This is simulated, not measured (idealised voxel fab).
Proc. module: voxel ribs on slabs
Cross-sectional view cut (width: 175 nm; square cell size: 5 nm).
Cross-section = grid of square cells, listed top down in bands; band = one or more rows. Top height, bottom height, nm. Materials left to right, width each, nm. Single material + "throughout" = fills band edge to edge. "air" = empty. Note: height 0 marks the level under which the wafer is uniformly one material as received. Lowest band unbounded below, written "0 down". The expression "30..40" gives the width at the extremes of the band, the first number at its top row of cells and the second at its bottom row, with the width changing by equal amounts from each row to the next in between. "no alterations made" -> step changed no cross-section cell. The label "Entrapped void list" introduces a list of the empty spaces, 8 cells or larger, that have no open way up to the top; each entry in it reads width x height at distance, where the distance is taken from the left edge and all three are stated in nm. That trailing text on a step's line, after the settings, is the simulator's own remark on the step. overlay nm, on a step with a mask: how far to the right of its planned place the mask lay; to the left if negative.
Listed below are the process steps as planned
| 1 | RECEIVE [material Si] |
| 2 | DIRECTIONAL_DEP [material SiO2] [thk nm 30] |
| 3 | DIRECTIONAL_DEP [material SiN] [thk nm 20] |
| 4 | MASKED_ETCH [tone cover] [mask id RIB] [width nm 25] [etch materials SiN] [depth nm 5] [overlay nm 0] |
| 5 | PATTERN [tone cover] [mask id SLAB] [material resist] [width nm 85] [thk nm 15] [overlay nm 0] |
| 6 | DIRECTIONAL_ETCH [etch materials SiN] [depth nm 15] |
| 7 | STRIP [etch materials resist] |
| 8 | FILL_DEP [material SiO2] [thk nm 20] |
| 9 | CMP [height nm 60] |
| 10 | DIRECTIONAL_DEP [material W] [thk nm 5] |
| 11 | DIRECTIONAL_DEP [material aC] [thk nm 10] |
| 12 | PATTERN [tone cover] [mask id HEATER] [material resist] [width nm 35] [thk nm 30] [overlay nm 0] |
| 13 | DIRECTIONAL_ETCH [etch materials aC] [depth nm 10] |
| 14 | STRIP [etch materials resist] |
| 15 | DIRECTIONAL_ETCH [etch materials W] [depth nm 5] |
| 16 | STRIP [etch materials aC] |
| 17 | CONFORMAL_DEP [material SiN] [thk nm 5] |
Below: the first of two wafers, run as planned
As-received state of the wafer in cross-section, equivalent to post-step 1
	0 down  Si throughout
	Entrapped void list: none
The wafer in cross-section once step 2 is complete
	30 to 0  SiO2 throughout
	below 0: unchanged
The wafer in cross-section once step 3 is complete
	50 to 30  SiN throughout
	below 30: unchanged
The wafer in cross-section once step 4 is complete
	50 to 45  air=75; SiN=25; air=75
	below 45: unchanged
The wafer in cross-section once step 5 is complete
	65 to 50  air=45; resist=85; air=45
	50 to 45  air=45; resist=30; SiN=25; resist=30; air=45
	below 45: unchanged
The wafer in cross-section once step 6 is complete
	65 to 50  air=45; resist=85; air=45
	50 to 45  air=45; resist=30; SiN=25; resist=30; air=45
	45 to 30  air=45; SiN=85; air=45
	below 30: unchanged
The wafer in cross-section once step 7 is complete
	50 to 45  air=75; SiN=25; air=75
	below 45: unchanged
The wafer in cross-section once step 8 is complete
	70 to 50  SiO2 throughout
	50 to 45  SiO2=75; SiN=25; SiO2=75
	45 to 30  SiO2=45; SiN=85; SiO2=45
	below 30: unchanged
The wafer in cross-section once step 9 is complete
	60 to 50  SiO2 throughout
	below 50: unchanged
The wafer in cross-section once step 10 is complete
	65 to 60  W throughout
	below 60: unchanged
The wafer in cross-section once step 11 is complete
	75 to 65  aC throughout
	below 65: unchanged
The wafer in cross-section once step 12 is complete
	105 to 75  air=70; resist=35; air=70
	below 75: unchanged
The wafer in cross-section once step 13 is complete
	95 to 75  air=70; resist=35; air=70
	75 to 65  air=70; aC=35; air=70
	below 65: unchanged
The wafer in cross-section once step 14 is complete
	75 to 65  air=70; aC=35; air=70
	below 65: unchanged
The wafer in cross-section once step 15 is complete
	75 to 65  air=70; aC=35; air=70
	65 to 60  air=70; W=35; air=70
	below 60: unchanged
The wafer in cross-section once step 16 is complete
	65 to 60  air=70; W=35; air=70
	below 60: unchanged
The wafer in cross-section once step 17 is complete
	70 to 65  air=65; SiN=45; air=65
	65 to 60  SiN=70; W=35; SiN=70
	below 60: unchanged
Wafer two. Identical start, identical plan. One mistake in execution. Identical history through step 4
Cross-sectional representation of the second wafer at the time designated in the plan for the completion of step 5
	65 to 50  air=45; resist=90; air=40
	50 to 45  air=45; resist=30; SiN=25; resist=35; air=40
	below 45: unchanged
Cross-sectional representation of the second wafer at the time designated in the plan for the completion of step 6
	65 to 50  air=45; resist=90; air=40
	50 to 45  air=45; resist=30; SiN=25; resist=35; air=40
	45 to 30  air=45; SiN=90; air=40
	below 30: unchanged
Cross-sectional representation of the second wafer at the time designated in the plan for the completion of step 7
	50 to 45  air=75; SiN=25; air=75
	below 45: unchanged
Cross-sectional representation of the second wafer at the time designated in the plan for the completion of step 8
	70 to 50  SiO2 throughout
	50 to 45  SiO2=75; SiN=25; SiO2=75
	45 to 30  SiO2=45; SiN=90; SiO2=40
	below 30: unchanged
Cross-sectional representation of the second wafer at the time designated in the plan for the completion of step 9
	60 to 50  SiO2 throughout
	below 50: unchanged
Cross-sectional representation of the second wafer at the time designated in the plan for the completion of step 10
	65 to 60  W throughout
	below 60: unchanged
Cross-sectional representation of the second wafer at the time designated in the plan for the completion of step 11
	75 to 65  aC throughout
	below 65: unchanged
Cross-sectional representation of the second wafer at the time designated in the plan for the completion of step 12
	105 to 75  air=70; resist=35; air=70
	below 75: unchanged
Cross-sectional representation of the second wafer at the time designated in the plan for the completion of step 13
	95 to 75  air=70; resist=35; air=70
	75 to 65  air=70; aC=35; air=70
	below 65: unchanged
Cross-sectional representation of the second wafer at the time designated in the plan for the completion of step 14
	75 to 65  air=70; aC=35; air=70
	below 65: unchanged
Cross-sectional representation of the second wafer at the time designated in the plan for the completion of step 15
	75 to 65  air=70; aC=35; air=70
	65 to 60  air=70; W=35; air=70
	below 60: unchanged
Cross-sectional representation of the second wafer at the time designated in the plan for the completion of step 16
	65 to 60  air=70; W=35; air=70
	below 60: unchanged
Cross-sectional representation of the second wafer at the time designated in the plan for the completion of step 17
	70 to 65  air=65; SiN=45; air=65
	65 to 60  SiN=70; W=35; SiN=70
	below 60: unchanged
Want to know what went wrong? for step 5, the planned setting was not used; the step was instead run as PATTERN [tone cover] [mask id SLAB] [material resist] [width nm 90] [thk nm 15] [overlay nm 0]
Final tally in cells, some materials are higher or lower on the second wafer than on the first: SiN: 3 more, SiO2: 3 fewer
